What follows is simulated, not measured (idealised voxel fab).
voxel wiring stack: a process module
205 nm wide, 5 nm square cells: that's cross-section cut.
Think of the cross-section as a grid of square cells. We describe it in bands, top to bottom, and each band covers one or more rows of those cells.
Band: top height; bottom height; in nm. Then, left to right: material with width in nm, for each material. "throughout": a single material spanning edge to edge. "empty": empty space.
Heights are reckoned from 0. Under this level, the received wafer is all of one material. The bottommost band is open-ended downward, for example "z 0 and below".
A width given as "30..40" starts at the first number in the band's top row and ends at the second number in its bottom row, shifting by an equal amount at every step from row to row.
"no modifications" after a step means that no cell of the cross-section changed.
Entry "Sealed internal cavities". Content: empty spaces with no open connection to the top, size 8 cells or greater. Each: width x height at distance. Distance: from left edge. Unit: nm.
Where a step's line continues beyond its settings, the continuation is a remark by the simulator itself on that step.
If you see "overlay nm" on a step's line and that step has a mask, it's telling you how far right of where it was planned the mask ended up; a negative number means it went left instead.

Set out below are the planned steps of the process:
1 RECEIVE [material Si]
2 CONFORMAL_DEP [material SiO2] [thk nm 10]
3 CONFORMAL_DEP [material SiCN] [thk nm 5]
4 DIRECTIONAL_DEP [material SiO2] [thk nm 25]
5 PATTERN [tone open] [mask id METAL_1] [material resist] [width nm 25] [pitch nm 40] [thk nm 20] [overlay nm 0]
6 DIRECTIONAL_ETCH [etch materials SiO2] [depth nm 25]
7 DIRECTIONAL_ETCH [etch materials SiCN] [depth nm 5]
8 STRIP [etch materials resist]
9 CONFORMAL_DEP [material TiN] [thk nm 5]
10 FILL_DEP [material Cu] [thk nm 10]
11 CMP [height nm 40]
12 CONFORMAL_DEP [material SiCN] [thk nm 5]
13 DIRECTIONAL_DEP [material SiO2] [thk nm 15]
14 DIRECTIONAL_DEP [material aC] [thk nm 15]
15 PATTERN [tone open] [mask id PLUG_1] [material resist] [width nm 15] [thk nm 30] [overlay nm 0]
16 DIRECTIONAL_ETCH [etch materials aC] [depth nm 15]
17 STRIP [etch materials resist]
18 DIRECTIONAL_ETCH [etch materials SiO2] [depth nm 15]
19 DIRECTIONAL_ETCH [etch materials SiCN] [depth nm 5]
20 STRIP [etch materials aC]
21 EPI [material Ru] [thk nm 10]
22 EPI [material Ru] [thk nm 10]
23 DIRECTIONAL_DEP [material TiN] [thk nm 5]
24 DIRECTIONAL_DEP [material Ru] [thk nm 15]
25 DIRECTIONAL_DEP [material aC] [thk nm 10]
26 PATTERN [tone cover] [mask id METAL_2] [material resist] [width nm 25] [pitch nm 40] [thk nm 25] [overlay nm 0]
27 DIRECTIONAL_ETCH [etch materials aC] [depth nm 10]
28 STRIP [etch materials resist]
29 DIRECTIONAL_ETCH [etch materials Ru] [depth nm 15]
30 DIRECTIONAL_ETCH [etch materials TiN] [depth nm 5]
31 STRIP [etch materials aC]
32 CONFORMAL_DEP [material SiCN] [thk nm 5]
33 FILL_DEP [material SiO2] [thk nm 10]
34 CMP [height nm 80]
35 CONFORMAL_DEP [material SiN] [thk nm 5]

Cross-section: wafer on arrival = after step 1:
  z 0 and below | Si throughout
  Sealed internal cavities: none

Looking at the first of two wafers in cross-section at end of module - ran to plan:
  z 85 to 80 | SiN throughout
  z 80 to 65 | SiO2: 65; SiCN: 5; Ru: 25; SiCN: 5; SiO2: 5; SiCN: 5; Ru: 25; SiCN: 5; SiO2: 65
  z 65 to 60 | SiCN: 70; TiN: 25; SiCN: 15; TiN: 25; SiCN: 70
  z 60 to 45 | SiO2: 70; Ru: 15; SiO2: 120
  z 45 to 40 | SiCN: 70; Ru: 15; SiCN: 120
  z 40 to 15 | SiO2: 70; TiN: 5; Cu: 15; TiN: 5; SiO2: 15; TiN: 5; Cu: 15; TiN: 5; SiO2: 70
  z 15 to 10 | SiCN: 70; TiN: 25; SiCN: 15; TiN: 25; SiCN: 70
  z 10 to 0 | SiO2 throughout
  z 0 and below | Si throughout
  Sealed internal cavities: none

Cross-sectional view: second of two wafers, end of module; start and plan identical to the first, one mistake in running:
  z 85 to 80 | SiN throughout
  z 80 to 75 | SiCN: 70; TiN: 25; SiCN: 15; TiN: 25; SiCN: 70
  z 75 to 60 | SiO2: 70; Ru: 15; SiO2: 120
  z 60 to 55 | SiCN: 70; Ru: 15; SiCN: 120
  z 55 to 45 | Cu throughout
  z 45 to 40 | TiN: 75; Cu: 15; TiN: 25; Cu: 15; TiN: 75
  z 40 to 15 | SiO2: 70; TiN: 5; Cu: 15; TiN: 5; SiO2: 15; TiN: 5; Cu: 15; TiN: 5; SiO2: 70
  z 15 to 10 | SiCN: 70; TiN: 25; SiCN: 15; TiN: 25; SiCN: 70
  z 10 to 0 | SiO2 throughout
  z 0 and below | Si throughout
  Sealed internal cavities: none
what went wrong: yeah, step 11 of the plan got skipped, never ran
It is noted that, at the conclusion of processing, the second wafer exhibits a higher or lower cell count for certain materials relative to the first: +88 Cu | -30 Ru | -12 SiCN | -81 SiO2 | +35 TiN
